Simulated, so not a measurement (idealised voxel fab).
Process module under the name voxel wiring stack
Cross-sectional view cut (width: 230 nm; square cell size: 5 nm).
Format of a cross-section: grid, square cells. Given as bands. Order: top down. Band: one or more rows of cells. Quick guide to a band line: top height, bottom height (nm) up front; then every material left to right with its width in nm. Only one material and it's marked "throughout"? Then it fills the band edge to edge. And "blank" just means empty space. Beneath 0, the wafer as received is one material, and that level is where height counting begins. The lowest band goes on downward without a bottom; it is written like "0 -> down". Width spec "30->40" -> top row of cells at first value, bottom row at second value, equal per-row change in between. "remained unchanged" -> step changed no cross-section cell. What "Sealed void list" gives you is every empty space of 8 cells or more that is cut off from the top. Each appears as width x height at distance, with the distance taken from the left edge and width, height and distance all in nm. Whatever follows a step's settings on its line is a remark the simulator itself makes about that step. overlay nm: how far to the right of its planned place the mask lay on this masked step (negative: to the left).

Intended process steps
1,op RECEIVE | material Si
2,op CONFORMAL_DEP | material SiO2 | thk nm 15
3,op CONFORMAL_DEP | material SiCN | thk nm 5
4,op DIRECTIONAL_DEP | material SiO2 | thk nm 25
5,op DIRECTIONAL_DEP | material aC | thk nm 10
6,op PATTERN | tone open | mask id METAL_1 | material resist | width nm 25 | pitch nm 50 | thk nm 25 | overlay nm 0
7,op DIRECTIONAL_ETCH | etch materials aC | depth nm 10
8,op STRIP | etch materials resist
9,op DIRECTIONAL_ETCH | etch materials SiO2 | depth nm 25
10,op DIRECTIONAL_ETCH | etch materials SiCN | depth nm 5
11,op STRIP | etch materials aC
12,op CONFORMAL_DEP | material TiN | thk nm 5
13,op FILL_DEP | material W | thk nm 5
14,op CMP | height nm 45
15,op CONFORMAL_DEP | material SiCN | thk nm 5
16,op DIRECTIONAL_DEP | material lowk | thk nm 15
17,op DIRECTIONAL_DEP | material aC | thk nm 15
18,op PATTERN | tone open | mask id PLUG_1 | material resist | width nm 15 | pitch nm 100 | thk nm 35 | overlay nm 0
19,op DIRECTIONAL_ETCH | etch materials aC | depth nm 15
20,op STRIP | etch materials resist
21,op DIRECTIONAL_ETCH | etch materials lowk | depth nm 15
22,op DIRECTIONAL_ETCH | etch materials SiCN | depth nm 5
23,op STRIP | etch materials aC
24,op EPI | material Ru | thk nm 10
25,op EPI | material Ru | thk nm 10
26,op CONFORMAL_DEP | material SiN | thk nm 5
27,op DIRECTIONAL_DEP | material SiO2 | thk nm 20
28,op MASKED_ETCH | tone open | mask id METAL_2 | width nm 25 | pitch nm 50 | etch materials SiO2 | depth nm 20 | overlay nm 0
29,op MASKED_ETCH | tone open | mask id METAL_2 | width nm 25 | pitch nm 50 | etch materials SiN | depth nm 5 | overlay nm 0
30,op CONFORMAL_DEP | material TiN | thk nm 5
31,op FILL_DEP | material Cu | thk nm 10
32,op CMP | height nm 90
33,op CONFORMAL_DEP | material SiCN | thk nm 5
34,op DIRECTIONAL_DEP | material SiO2 | thk nm 10
35,op DIRECTIONAL_DEP | material aC | thk nm 15
36,op PATTERN | tone open | mask id PLUG_2 | material resist | width nm 15 | pitch nm 100 | thk nm 30 | overlay nm 0
37,op DIRECTIONAL_ETCH | etch materials aC | depth nm 15
38,op STRIP | etch materials resist
39,op DIRECTIONAL_ETCH | etch materials SiO2 | depth nm 10
40,op DIRECTIONAL_ETCH | etch materials SiCN | depth nm 5
41,op STRIP | etch materials aC
42,op CONFORMAL_DEP | material TiN | thk nm 5
43,op FILL_DEP | material Ru | thk nm 5
44,op CMP | height nm 105
45,op DIRECTIONAL_DEP | material TiN | thk nm 5
46,op DIRECTIONAL_DEP | material Ru | thk nm 25
47,op DIRECTIONAL_DEP | material aC | thk nm 10
48,op PATTERN | tone cover | mask id METAL_3 | material resist | width nm 25 | pitch nm 50 | thk nm 30 | overlay nm 0
49,op DIRECTIONAL_ETCH | etch materials aC | depth nm 10
50,op STRIP | etch materials resist
51,op DIRECTIONAL_ETCH | etch materials Ru | depth nm 25
52,op DIRECTIONAL_ETCH | etch materials TiN | depth nm 5
53,op STRIP | etch materials aC
54,op CONFORMAL_DEP | material SiCN | thk nm 5
55,op FILL_DEP | material SiO2 | thk nm 10
56,op CMP | height nm 135
57,op CONFORMAL_DEP | material SiCN | thk nm 5
58,op DIRECTIONAL_DEP | material lowk | thk nm 10
59,op PATTERN | tone open | mask id PLUG_3 | material resist | width nm 15 | pitch nm 100 | thk nm 20 | overlay nm 0
60,op DIRECTIONAL_ETCH | etch materials lowk | depth nm 10
61,op DIRECTIONAL_ETCH | etch materials SiCN | depth nm 5
62,op STRIP | etch materials resist
63,op CONFORMAL_DEP | material TiN | thk nm 5
64,op FILL_DEP | material Ru | thk nm 5
65,op CMP | height nm 150
66,op DIRECTIONAL_DEP | material TiN | thk nm 5
67,op DIRECTIONAL_DEP | material W | thk nm 20
68,op PATTERN | tone cover | mask id METAL_4 | material resist | width nm 25 | pitch nm 50 | thk nm 20 | overlay nm 0
69,op DIRECTIONAL_ETCH | etch materials W | depth nm 20
70,op DIRECTIONAL_ETCH | etch materials TiN | depth nm 5
71,op STRIP | etch materials resist
72,op FILL_DEP | material SiO2 | thk nm 5
73,op CMP | height nm 175
74,op CONFORMAL_DEP | material SiN | thk nm 5

On the first of the two wafers: run conducted according to plan

Cross-sectional view of the wafer in its as-received condition, corresponding to the state after step 1
  0 -> down | Si throughout
  Sealed void list: none

Wafer after step 2 (cross-section)
  15 -> 0 | SiO2 throughout
  Under the height 0 nothing was changed.

Wafer after step 3 (cross-section)
  20 -> 15 | SiCN throughout
  Under the height 15 nothing was changed.

Wafer after step 4 (cross-section)
  45 -> 20 | SiO2 throughout
  Under the height 20 nothing was changed.

Wafer after step 5 (cross-section)
  55 -> 45 | aC throughout
  Under the height 45 nothing was changed.

Wafer after step 6 (cross-section)
  80 -> 55 | resist: 25, then blank: 25, then resist: 25, then blank: 25, then resist: 25, then blank: 25, then resist: 25, then blank: 25, then resist: 30
  Under the height 55 nothing was changed.

Wafer after step 7 (cross-section)
  70 -> 55 | resist: 25, then blank: 25, then resist: 25, then blank: 25, then resist: 25, then blank: 25, then resist: 25, then blank: 25, then resist: 30
  55 -> 45 | aC: 25, then blank: 25, then aC: 25, then blank: 25, then aC: 25, then blank: 25, then aC: 25, then blank: 25, then aC: 30
  Under the height 45 nothing was changed.

Wafer after step 8 (cross-section)
  55 -> 45 | aC: 25, then blank: 25, then aC: 25, then blank: 25, then aC: 25, then blank: 25, then aC: 25, then blank: 25, then aC: 30
  Under the height 45 nothing was changed.

Wafer after step 9 (cross-section)
  55 -> 45 | aC: 25, then blank: 25, then aC: 25, then blank: 25, then aC: 25, then blank: 25, then aC: 25, then blank: 25, then aC: 30
  45 -> 20 | SiO2: 25, then blank: 25, then SiO2: 25, then blank: 25, then SiO2: 25, then blank: 25, then SiO2: 25, then blank: 25, then SiO2: 30
  Under the height 20 nothing was changed.

Wafer after step 10 (cross-section)
  55 -> 45 | aC: 25, then blank: 25, then aC: 25, then blank: 25, then aC: 25, then blank: 25, then aC: 25, then blank: 25, then aC: 30
  45 -> 20 | SiO2: 25, then blank: 25, then SiO2: 25, then blank: 25, then SiO2: 25, then blank: 25, then SiO2: 25, then blank: 25, then SiO2: 30
  20 -> 15 | SiCN: 25, then blank: 25, then SiCN: 25, then blank: 25, then SiCN: 25, then blank: 25, then SiCN: 25, then blank: 25, then SiCN: 30
  Under the height 15 nothing was changed.

Wafer after step 11 (cross-section)
  45 -> 20 | SiO2: 25, then blank: 25, then SiO2: 25, then blank: 25, then SiO2: 25, then blank: 25, then SiO2: 25, then blank: 25, then SiO2: 30
  Under the height 20 nothing was changed.

Wafer after step 12 (cross-section)
  50 -> 45 | TiN: 30, then blank: 15, then TiN: 35, then blank: 15, then TiN: 35, then blank: 15, then TiN: 35, then blank: 15, then TiN: 35
  45 -> 20 | SiO2: 25, then TiN: 5, then blank: 15, then TiN: 5, then SiO2: 25, then TiN: 5, then blank: 15, then TiN: 5, then SiO2: 25, then TiN: 5, then blank: 15, then TiN: 5, then SiO2: 25, then TiN: 5, then blank: 15, then TiN: 5, then SiO2: 30
  20 -> 15 | SiCN: 25, then TiN: 25, then SiCN: 25, then TiN: 25, then SiCN: 25, then TiN: 25, then SiCN: 25, then TiN: 25, then SiCN: 30
  Under the height 15 nothing was changed.

Wafer after step 13 (cross-section)
  55 -> 50 | W throughout
  50 -> 45 | TiN: 30, then W: 15, then TiN: 35, then W: 15, then TiN: 35, then W: 15, then TiN: 35, then W: 15, then TiN: 35
  45 -> 20 | SiO2: 25, then TiN: 5, then W: 15, then TiN: 5, then SiO2: 25, then TiN: 5, then W: 15, then TiN: 5, then SiO2: 25, then TiN: 5, then W: 15, then TiN: 5, then SiO2: 25, then TiN: 5, then W: 15, then TiN: 5, then SiO2: 30
  Under the height 20 nothing was changed.

Wafer after step 14 (cross-section)
  45 -> 20 | SiO2: 25, then TiN: 5, then W: 15, then TiN: 5, then SiO2: 25, then TiN: 5, then W: 15, then TiN: 5, then SiO2: 25, then TiN: 5, then W: 15, then TiN: 5, then SiO2: 25, then TiN: 5, then W: 15, then TiN: 5, then SiO2: 30
  Under the height 20 nothing was changed.

Wafer after step 15 (cross-section)
  50 -> 45 | SiCN throughout
  Under the height 45 nothing was changed.

Wafer after step 16 (cross-section)
  65 -> 50 | lowk throughout
  Under the height 50 nothing was changed.

Wafer after step 17 (cross-section)
  80 -> 65 | aC throughout
  Under the height 65 nothing was changed.

Wafer after step 18 (cross-section)
  115 -> 80 | resist: 25, then blank: 15, then resist: 85, then blank: 15, then resist: 90
  Under the height 80 nothing was changed.

Wafer after step 19 (cross-section)
  100 -> 80 | resist: 25, then blank: 15, then resist: 85, then blank: 15, then resist: 90
  80 -> 65 | aC: 25, then blank: 15, then aC: 85, then blank: 15, then aC: 90
  Under the height 65 nothing was changed.

Wafer after step 20 (cross-section)
  80 -> 65 | aC: 25, then blank: 15, then aC: 85, then blank: 15, then aC: 90
  Under the height 65 nothing was changed.

Wafer after step 21 (cross-section)
  80 -> 65 | aC: 25, then blank: 15, then aC: 85, then blank: 15, then aC: 90
  65 -> 50 | lowk: 25, then blank: 15, then lowk: 85, then blank: 15, then lowk: 90
  Under the height 50 nothing was changed.

Wafer after step 22 (cross-section)
  80 -> 65 | aC: 25, then blank: 15, then aC: 85, then blank: 15, then aC: 90
  65 -> 50 | lowk: 25, then blank: 15, then lowk: 85, then blank: 15, then lowk: 90
  50 -> 45 | SiCN: 25, then blank: 15, then SiCN: 85, then blank: 15, then SiCN: 90
  Under the height 45 nothing was changed.

Wafer after step 23 (cross-section)
  65 -> 50 | lowk: 25, then blank: 15, then lowk: 85, then blank: 15, then lowk: 90
  Under the height 50 nothing was changed.

Wafer after step 24 (cross-section)
  65 -> 55 | lowk: 25, then blank: 15, then lowk: 85, then blank: 15, then lowk: 90
  55 -> 50 | lowk: 25, then Ru: 15, then lowk: 85, then Ru: 15, then lowk: 90
  50 -> 45 | SiCN: 25, then Ru: 15, then SiCN: 85, then Ru: 15, then SiCN: 90
  Under the height 45 nothing was changed.

Wafer after step 25 (cross-section)
  65 -> 50 | lowk: 25, then Ru: 15, then lowk: 85, then Ru: 15, then lowk: 90
  Under the height 50 nothing was changed.

Wafer after step 26 (cross-section)
  70 -> 65 | SiN throughout
  Under the height 65 nothing was changed.

Wafer after step 27 (cross-section)
  90 -> 70 | SiO2 throughout
  Under the height 70 nothing was changed.

Wafer after step 28 (cross-section)
  90 -> 70 | SiO2: 25, then blank: 25, then SiO2: 25, then blank: 25, then SiO2: 25, then blank: 25, then SiO2: 25, then blank: 25, then SiO2: 30
  Under the height 70 nothing was changed.

Wafer after step 29 (cross-section)
  90 -> 70 | SiO2: 25, then blank: 25, then SiO2: 25, then blank: 25, then SiO2: 25, then blank: 25, then SiO2: 25, then blank: 25, then SiO2: 30
  70 -> 65 | SiN: 25, then blank: 25, then SiN: 25, then blank: 25, then SiN: 25, then blank: 25, then SiN: 25, then blank: 25, then SiN: 30
  Under the height 65 nothing was changed.

Wafer after step 30 (cross-section)
  95 -> 90 | TiN: 30, then blank: 15, then TiN: 35, then blank: 15, then TiN: 35, then blank: 15, then TiN: 35, then blank: 15, then TiN: 35
  90 -> 70 | SiO2: 25, then TiN: 5, then blank: 15, then TiN: 5, then SiO2: 25, then TiN: 5, then blank: 15, then TiN: 5, then SiO2: 25, then TiN: 5, then blank: 15, then TiN: 5, then SiO2: 25, then TiN: 5, then blank: 15, then TiN: 5, then SiO2: 30
  70 -> 65 | SiN: 25, then TiN: 25, then SiN: 25, then TiN: 25, then SiN: 25, then TiN: 25, then SiN: 25, then TiN: 25, then SiN: 30
  Under the height 65 nothing was changed.

Wafer after step 31 (cross-section)
  105 -> 95 | Cu throughout
  95 -> 90 | TiN: 30, then Cu: 15, then TiN: 35, then Cu: 15, then TiN: 35, then Cu: 15, then TiN: 35, then Cu: 15, then TiN: 35
  90 -> 70 | SiO2: 25, then TiN: 5, then Cu: 15, then TiN: 5, then SiO2: 25, then TiN: 5, then Cu: 15, then TiN: 5, then SiO2: 25, then TiN: 5, then Cu: 15, then TiN: 5, then SiO2: 25, then TiN: 5, then Cu: 15, then TiN: 5, then SiO2: 30
  Under the height 70 nothing was changed.

Wafer after step 32 (cross-section)
  90 -> 70 | SiO2: 25, then TiN: 5, then Cu: 15, then TiN: 5, then SiO2: 25, then TiN: 5, then Cu: 15, then TiN: 5, then SiO2: 25, then TiN: 5, then Cu: 15, then TiN: 5, then SiO2: 25, then TiN: 5, then Cu: 15, then TiN: 5, then SiO2: 30
  Under the height 70 nothing was changed.

Wafer after step 33 (cross-section)
  95 -> 90 | SiCN throughout
  Under the height 90 nothing was changed.

Wafer after step 34 (cross-section)
  105 -> 95 | SiO2 throughout
  Under the height 95 nothing was changed.

Wafer after step 35 (cross-section)
  120 -> 105 | aC throughout
  Under the height 105 nothing was changed.

Wafer after step 36 (cross-section)
  150 -> 120 | resist: 25, then blank: 15, then resist: 85, then blank: 15, then resist: 90
  Under the height 120 nothing was changed.

Wafer after step 37 (cross-section)
  135 -> 120 | resist: 25, then blank: 15, then resist: 85, then blank: 15, then resist: 90
  120 -> 105 | aC: 25, then blank: 15, then aC: 85, then blank: 15, then aC: 90
  Under the height 105 nothing was changed.

Wafer after step 38 (cross-section)
  120 -> 105 | aC: 25, then blank: 15, then aC: 85, then blank: 15, then aC: 90
  Under the height 105 nothing was changed.

Wafer after step 39 (cross-section)
  120 -> 105 | aC: 25, then blank: 15, then aC: 85, then blank: 15, then aC: 90
  105 -> 95 | SiO2: 25, then blank: 15, then SiO2: 85, then blank: 15, then SiO2: 90
  Under the height 95 nothing was changed.

Wafer after step 40 (cross-section)
  120 -> 105 | aC: 25, then blank: 15, then aC: 85, then blank: 15, then aC: 90
  105 -> 95 | SiO2: 25, then blank: 15, then SiO2: 85, then blank: 15, then SiO2: 90
  95 -> 90 | SiCN: 25, then blank: 15, then SiCN: 85, then blank: 15, then SiCN: 90
  Under the height 90 nothing was changed.

Wafer after step 41 (cross-section)
  105 -> 95 | SiO2: 25, then blank: 15, then SiO2: 85, then blank: 15, then SiO2: 90
  Under the height 95 nothing was changed.

Wafer after step 42 (cross-section)
  110 -> 105 | TiN: 30, then blank: 5, then TiN: 95, then blank: 5, then TiN: 95
  105 -> 95 | SiO2: 25, then TiN: 5, then blank: 5, then TiN: 5, then SiO2: 85, then TiN: 5, then blank: 5, then TiN: 5, then SiO2: 90
  95 -> 90 | SiCN: 25, then TiN: 15, then SiCN: 85, then TiN: 15, then SiCN: 90
  Under the height 90 nothing was changed.

Wafer after step 43 (cross-section)
  115 -> 110 | Ru throughout
  110 -> 105 | TiN: 30, then Ru: 5, then TiN: 95, then Ru: 5, then TiN: 95
  105 -> 95 | SiO2: 25, then TiN: 5, then Ru: 5, then TiN: 5, then SiO2: 85, then TiN: 5, then Ru: 5, then TiN: 5, then SiO2: 90
  Under the height 95 nothing was changed.

Wafer after step 44 (cross-section)
  105 -> 95 | SiO2: 25, then TiN: 5, then Ru: 5, then TiN: 5, then SiO2: 85, then TiN: 5, then Ru: 5, then TiN: 5, then SiO2: 90
  Under the height 95 nothing was changed.

Wafer after step 45 (cross-section)
  110 -> 105 | TiN throughout
  Under the height 105 nothing was changed.

Wafer after step 46 (cross-section)
  135 -> 110 | Ru throughout
  Under the height 110 nothing was changed.

Wafer after step 47 (cross-section)
  145 -> 135 | aC throughout
  Under the height 135 nothing was changed.

Wafer after step 48 (cross-section)
  175 -> 145 | blank: 25, then resist: 25, then blank: 25, then resist: 25, then blank: 25, then resist: 25, then blank: 25, then resist: 25, then blank: 30
  Under the height 145 nothing was changed.

Wafer after step 49 (cross-section)
  165 -> 145 | blank: 25, then resist: 25, then blank: 25, then resist: 25, then blank: 25, then resist: 25, then blank: 25, then resist: 25, then blank: 30
  145 -> 135 | blank: 25, then aC: 25, then blank: 25, then aC: 25, then blank: 25, then aC: 25, then blank: 25, then aC: 25, then blank: 30
  Under the height 135 nothing was changed.

Wafer after step 50 (cross-section)
  145 -> 135 | blank: 25, then aC: 25, then blank: 25, then aC: 25, then blank: 25, then aC: 25, then blank: 25, then aC: 25, then blank: 30
  Under the height 135 nothing was changed.

Wafer after step 51 (cross-section)
  145 -> 135 | blank: 25, then aC: 25, then blank: 25, then aC: 25, then blank: 25, then aC: 25, then blank: 25, then aC: 25, then blank: 30
  135 -> 110 | blank: 25, then Ru: 25, then blank: 25, then Ru: 25, then blank: 25, then Ru: 25, then blank: 25, then Ru: 25, then blank: 30
  Under the height 110 nothing was changed.

Wafer after step 52 (cross-section)
  145 -> 135 | blank: 25, then aC: 25, then blank: 25, then aC: 25, then blank: 25, then aC: 25, then blank: 25, then aC: 25, then blank: 30
  135 -> 110 | blank: 25, then Ru: 25, then blank: 25, then Ru: 25, then blank: 25, then Ru: 25, then blank: 25, then Ru: 25, then blank: 30
  110 -> 105 | blank: 25, then TiN: 25, then blank: 25, then TiN: 25, then blank: 25, then TiN: 25, then blank: 25, then TiN: 25, then blank: 30
  Under the height 105 nothing was changed.

Wafer after step 53 (cross-section)
  135 -> 110 | blank: 25, then Ru: 25, then blank: 25, then Ru: 25, then blank: 25, then Ru: 25, then blank: 25, then Ru: 25, then blank: 30
  Under the height 110 nothing was changed.

Wafer after step 54 (cross-section)
  140 -> 135 | blank: 20, then SiCN: 35, then blank: 15, then SiCN: 35, then blank: 15, then SiCN: 35, then blank: 15, then SiCN: 35, then blank: 25
  135 -> 110 | blank: 20, then SiCN: 5, then Ru: 25, then SiCN: 5, then blank: 15, then SiCN: 5, then Ru: 25, then SiCN: 5, then blank: 15, then SiCN: 5, then Ru: 25, then SiCN: 5, then blank: 15, then SiCN: 5, then Ru: 25, then SiCN: 5, then blank: 25
  110 -> 105 | SiCN: 25, then TiN: 25, then SiCN: 25, then TiN: 25, then SiCN: 25, then TiN: 25, then SiCN: 25, then TiN: 25, then SiCN: 30
  Under the height 105 nothing was changed.

Wafer after step 55 (cross-section)
  150 -> 140 | SiO2 throughout
  140 -> 135 | SiO2: 20, then SiCN: 35, then SiO2: 15, then SiCN: 35, then SiO2: 15, then SiCN: 35, then SiO2: 15, then SiCN: 35, then SiO2: 25
  135 -> 110 | SiO2: 20, then SiCN: 5, then Ru: 25, then SiCN: 5, then SiO2: 15, then SiCN: 5, then Ru: 25, then SiCN: 5, then SiO2: 15, then SiCN: 5, then Ru: 25, then SiCN: 5, then SiO2: 15, then SiCN: 5, then Ru: 25, then SiCN: 5, then SiO2: 25
  Under the height 110 nothing was changed.

Wafer after step 56 (cross-section)
  135 -> 110 | SiO2: 20, then SiCN: 5, then Ru: 25, then SiCN: 5, then SiO2: 15, then SiCN: 5, then Ru: 25, then SiCN: 5, then SiO2: 15, then SiCN: 5, then Ru: 25, then SiCN: 5, then SiO2: 15, then SiCN: 5, then Ru: 25, then SiCN: 5, then SiO2: 25
  Under the height 110 nothing was changed.

Wafer after step 57 (cross-section)
  140 -> 135 | SiCN throughout
  Under the height 135 nothing was changed.

Wafer after step 58 (cross-section)
  150 -> 140 | lowk throughout
  Under the height 140 nothing was changed.

Wafer after step 59 (cross-section)
  170 -> 150 | resist: 25, then blank: 15, then resist: 85, then blank: 15, then resist: 90
  Under the height 150 nothing was changed.

Wafer after step 60 (cross-section)
  170 -> 150 | resist: 25, then blank: 15, then resist: 85, then blank: 15, then resist: 90
  150 -> 140 | lowk: 25, then blank: 15, then lowk: 85, then blank: 15, then lowk: 90
  Under the height 140 nothing was changed.

Wafer after step 61 (cross-section)
  170 -> 150 | resist: 25, then blank: 15, then resist: 85, then blank: 15, then resist: 90
  150 -> 140 | lowk: 25, then blank: 15, then lowk: 85, then blank: 15, then lowk: 90
  140 -> 135 | SiCN: 25, then blank: 15, then SiCN: 85, then blank: 15, then SiCN: 90
  Under the height 135 nothing was changed.

Wafer after step 62 (cross-section)
  150 -> 140 | lowk: 25, then blank: 15, then lowk: 85, then blank: 15, then lowk: 90
  Under the height 140 nothing was changed.

Wafer after step 63 (cross-section)
  155 -> 150 | TiN: 30, then blank: 5, then TiN: 95, then blank: 5, then TiN: 95
  150 -> 140 | lowk: 25, then TiN: 5, then blank: 5, then TiN: 5, then lowk: 85, then TiN: 5, then blank: 5, then TiN: 5, then lowk: 90
  140 -> 135 | SiCN: 25, then TiN: 15, then SiCN: 85, then TiN: 15, then SiCN: 90
  Under the height 135 nothing was changed.

Wafer after step 64 (cross-section)
  160 -> 155 | Ru throughout
  155 -> 150 | TiN: 30, then Ru: 5, then TiN: 95, then Ru: 5, then TiN: 95
  150 -> 140 | lowk: 25, then TiN: 5, then Ru: 5, then TiN: 5, then lowk: 85, then TiN: 5, then Ru: 5, then TiN: 5, then lowk: 90
  Under the height 140 nothing was changed.

Wafer after step 65 (cross-section)
  150 -> 140 | lowk: 25, then TiN: 5, then Ru: 5, then TiN: 5, then lowk: 85, then TiN: 5, then Ru: 5, then TiN: 5, then lowk: 90
  Under the height 140 nothing was changed.

Wafer after step 66 (cross-section)
  155 -> 150 | TiN throughout
  Under the height 150 nothing was changed.

Wafer after step 67 (cross-section)
  175 -> 155 | W throughout
  Under the height 155 nothing was changed.

Wafer after step 68 (cross-section)
  195 -> 175 | blank: 25, then resist: 25, then blank: 25, then resist: 25, then blank: 25, then resist: 25, then blank: 25, then resist: 25, then blank: 30
  Under the height 175 nothing was changed.

Wafer after step 69 (cross-section)
  195 -> 175 | blank: 25, then resist: 25, then blank: 25, then resist: 25, then blank: 25, then resist: 25, then blank: 25, then resist: 25, then blank: 30
  175 -> 155 | blank: 25, then W: 25, then blank: 25, then W: 25, then blank: 25, then W: 25, then blank: 25, then W: 25, then blank: 30
  Under the height 155 nothing was changed.

Wafer after step 70 (cross-section)
  195 -> 175 | blank: 25, then resist: 25, then blank: 25, then resist: 25, then blank: 25, then resist: 25, then blank: 25, then resist: 25, then blank: 30
  175 -> 155 | blank: 25, then W: 25, then blank: 25, then W: 25, then blank: 25, then W: 25, then blank: 25, then W: 25, then blank: 30
  155 -> 150 | blank: 25, then TiN: 25, then blank: 25, then TiN: 25, then blank: 25, then TiN: 25, then blank: 25, then TiN: 25, then blank: 30
  Under the height 150 nothing was changed.

Wafer after step 71 (cross-section)
  175 -> 155 | blank: 25, then W: 25, then blank: 25, then W: 25, then blank: 25, then W: 25, then blank: 25, then W: 25, then blank: 30
  Under the height 155 nothing was changed.

Wafer after step 72 (cross-section)
  180 -> 175 | SiO2 throughout
  175 -> 155 | SiO2: 25, then W: 25, then SiO2: 25, then W: 25, then SiO2: 25, then W: 25, then SiO2: 25, then W: 25, then SiO2: 30
  155 -> 150 | SiO2: 25, then TiN: 25, then SiO2: 25, then TiN: 25, then SiO2: 25, then TiN: 25, then SiO2: 25, then TiN: 25, then SiO2: 30
  Under the height 150 nothing was changed.

Wafer after step 73 (cross-section)
  175 -> 155 | SiO2: 25, then W: 25, then SiO2: 25, then W: 25, then SiO2: 25, then W: 25, then SiO2: 25, then W: 25, then SiO2: 30
  Under the height 155 nothing was changed.

Wafer after step 74 (cross-section)
  180 -> 175 | SiN throughout
  Under the height 175 nothing was changed.

The remaining wafer, second of the two, started like the first and was run to the same plan, except that one mistake was made along the way; the two coincide through step 58, inclusive

Cross-section of the second wafer when, according to plan, step 59 should have finished
  170 -> 150 | resist: 30, then blank: 15, then resist: 85, then blank: 15, then resist: 85
  Under the height 150 nothing was changed.

Cross-section of the second wafer when, according to plan, step 60 should have finished
  170 -> 150 | resist: 30, then blank: 15, then resist: 85, then blank: 15, then resist: 85
  150 -> 140 | lowk: 30, then blank: 15, then lowk: 85, then blank: 15, then lowk: 85
  Under the height 140 nothing was changed.

Cross-section of the second wafer when, according to plan, step 61 should have finished
  170 -> 150 | resist: 30, then blank: 15, then resist: 85, then blank: 15, then resist: 85
  150 -> 140 | lowk: 30, then blank: 15, then lowk: 85, then blank: 15, then lowk: 85
  140 -> 135 | SiCN: 30, then blank: 15, then SiCN: 85, then blank: 15, then SiCN: 85
  Under the height 135 nothing was changed.

Cross-section of the second wafer when, according to plan, step 62 should have finished
  150 -> 140 | lowk: 30, then blank: 15, then lowk: 85, then blank: 15, then lowk: 85
  Under the height 140 nothing was changed.

Cross-section of the second wafer when, according to plan, step 63 should have finished
  155 -> 150 | TiN: 35, then blank: 5, then TiN: 95, then blank: 5, then TiN: 90
  150 -> 140 | lowk: 30, then TiN: 5, then blank: 5, then TiN: 5, then lowk: 85, then TiN: 5, then blank: 5, then TiN: 5, then lowk: 85
  140 -> 135 | SiCN: 30, then TiN: 15, then SiCN: 85, then TiN: 15, then SiCN: 85
  Under the height 135 nothing was changed.

Cross-section of the second wafer when, according to plan, step 64 should have finished
  160 -> 155 | Ru throughout
  155 -> 150 | TiN: 35, then Ru: 5, then TiN: 95, then Ru: 5, then TiN: 90
  150 -> 140 | lowk: 30, then TiN: 5, then Ru: 5, then TiN: 5, then lowk: 85, then TiN: 5, then Ru: 5, then TiN: 5, then lowk: 85
  Under the height 140 nothing was changed.

Cross-section of the second wafer when, according to plan, step 65 should have finished
  150 -> 140 | lowk: 30, then TiN: 5, then Ru: 5, then TiN: 5, then lowk: 85, then TiN: 5, then Ru: 5, then TiN: 5, then lowk: 85
  Under the height 140 nothing was changed.

Cross-section of the second wafer when, according to plan, step 66 should have finished
  155 -> 150 | TiN throughout
  Under the height 150 nothing was changed.

Cross-section of the second wafer when, according to plan, step 67 should have finished
  175 -> 155 | W throughout
  Under the height 155 nothing was changed.

Cross-section of the second wafer when, according to plan, step 68 should have finished
  195 -> 175 | blank: 25, then resist: 25, then blank: 25, then resist: 25, then blank: 25, then resist: 25, then blank: 25, then resist: 25, then blank: 30
  Under the height 175 nothing was changed.

Cross-section of the second wafer when, according to plan, step 69 should have finished
  195 -> 175 | blank: 25, then resist: 25, then blank: 25, then resist: 25, then blank: 25, then resist: 25, then blank: 25, then resist: 25, then blank: 30
  175 -> 155 | blank: 25, then W: 25, then blank: 25, then W: 25, then blank: 25, then W: 25, then blank: 25, then W: 25, then blank: 30
  Under the height 155 nothing was changed.

Cross-section of the second wafer when, according to plan, step 70 should have finished
  195 -> 175 | blank: 25, then resist: 25, then blank: 25, then resist: 25, then blank: 25, then resist: 25, then blank: 25, then resist: 25, then blank: 30
  175 -> 155 | blank: 25, then W: 25, then blank: 25, then W: 25, then blank: 25, then W: 25, then blank: 25, then W: 25, then blank: 30
  155 -> 150 | blank: 25, then TiN: 25, then blank: 25, then TiN: 25, then blank: 25, then TiN: 25, then blank: 25, then TiN: 25, then blank: 30
  Under the height 150 nothing was changed.

Cross-section of the second wafer when, according to plan, step 71 should have finished
  175 -> 155 | blank: 25, then W: 25, then blank: 25, then W: 25, then blank: 25, then W: 25, then blank: 25, then W: 25, then blank: 30
  Under the height 155 nothing was changed.

Cross-section of the second wafer when, according to plan, step 72 should have finished
  180 -> 175 | SiO2 throughout
  175 -> 155 | SiO2: 25, then W: 25, then SiO2: 25, then W: 25, then SiO2: 25, then W: 25, then SiO2: 25, then W: 25, then SiO2: 30
  155 -> 150 | SiO2: 25, then TiN: 25, then SiO2: 25, then TiN: 25, then SiO2: 25, then TiN: 25, then SiO2: 25, then TiN: 25, then SiO2: 30
  Under the height 150 nothing was changed.

Cross-section of the second wafer when, according to plan, step 73 should have finished
  175 -> 155 | SiO2: 25, then W: 25, then SiO2: 25, then W: 25, then SiO2: 25, then W: 25, then SiO2: 25, then W: 25, then SiO2: 30
  Under the height 155 nothing was changed.

Cross-section of the second wafer when, according to plan, step 74 should have finished
  180 -> 175 | SiN throughout
  Under the height 175 nothing was changed.
Deviation from plan: it should be noted that step 59 was executed with settings other than those planned, the operation and settings actually applied being op PATTERN | tone open | mask id PLUG_3 | material resist | width nm 15 | pitch nm 100 | thk nm 20 | overlay nm 5
Final state: per-material cell counts identical on both wafers; locations differ.
